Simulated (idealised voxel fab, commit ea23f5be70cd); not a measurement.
process module | voxel ribs on slabs
cross-section cut | 280 nm wide | cells 5 nm
A cross-section is a grid of square cells, given in bands from the top down. A band is one or more rows of cells.
Each band's line starts with the height of the band's top and of its bottom, in nm. Then come its materials from left to right, each with its width in nm. One material with "throughout" fills the band from edge to edge. "air" is empty space.
Height 0 is the level under which the wafer as received is all one material. The lowest band goes on downwards, as in "0 down".
A width such as "30 to 40" changes by the same amount from each row of cells to the next, from the band's top row to its bottom row.
"no change" after a step means that no cell of the cross-section changed.
closed voids: empty space of 8 cells or more with no open way to the top, each as width x height at its distance from the left edge, in nm
after a step's settings: what the simulator itself notes on the step
overlay nm, on a step with a mask: how far to the right of its planned place the mask lay; to the left if negative
plan
1 op RECEIVE | material Si
2 op DIRECTIONAL_DEP | material SiO2 | thk nm 30
3 op DIRECTIONAL_DEP | material polySi | thk nm 20
4 op DIRECTIONAL_DEP | material aC | thk nm 15
5 op PATTERN | tone cover | mask id RIB | material resist | width nm 30 | thk nm 30 | overlay nm 0
6 op DIRECTIONAL_ETCH | etch materials aC | depth nm 15
7 op STRIP | etch materials resist
8 op DIRECTIONAL_ETCH | etch materials polySi | depth nm 15
9 op STRIP | etch materials aC
10 op DIRECTIONAL_DEP | material aC | thk nm 15
11 op PATTERN | tone cover | mask id SLAB | material resist | width nm 70 | thk nm 30 | overlay nm 0
12 op DIRECTIONAL_ETCH | etch materials aC | depth nm 15
13 op STRIP | etch materials resist
14 op DIRECTIONAL_ETCH | etch materials polySi | depth nm 5
15 op STRIP | etch materials aC
16 op FILL_DEP | material SiO2 | thk nm 30
17 op CMP | height nm 70
18 op DIRECTIONAL_DEP | material TiN | thk nm 10
19 op DIRECTIONAL_DEP | material aC | thk nm 15
20 op PATTERN | tone cover | mask id HEATER | material resist | width nm 40 | thk nm 35 | overlay nm 0
21 op DIRECTIONAL_ETCH | etch materials aC | depth nm 15
22 op STRIP | etch materials resist
23 op DIRECTIONAL_ETCH | etch materials TiN | depth nm 10
24 op STRIP | etch materials aC
25 op CONFORMAL_DEP | material SiO2 | thk nm 5
as received, after step 1
  0 down: Si throughout
  closed voids: none
first wafer at the end, as planned
  85 to 80: air 115 | SiO2 50 | air 115
  80 to 75: air 115 | SiO2 5 | TiN 40 | SiO2 5 | air 115
  75 to 70: SiO2 120 | TiN 40 | SiO2 120
  70 to 50: SiO2 throughout
  50 to 35: SiO2 125 | polySi 30 | SiO2 125
  35 to 30: SiO2 105 | polySi 70 | SiO2 105
  30 to 0: SiO2 throughout
  0 down: Si throughout
  closed voids: none
second wafer at the end: like start, like plan, one mistake
  85 to 80: air 115 | SiO2 50 | air 115
  80 to 75: air 115 | SiO2 5 | TiN 40 | SiO2 5 | air 115
  75 to 70: SiO2 120 | TiN 40 | SiO2 120
  70 to 60: SiO2 125 to 105 | polySi 30 to 70 | SiO2 125 to 105
  60 to 0: SiO2 throughout
  0 down: Si throughout
  closed voids: none
what went wrong: step 2 was run twice
at the end the second wafer has, in cells: 12 more of SiO2 | 12 fewer of polySi
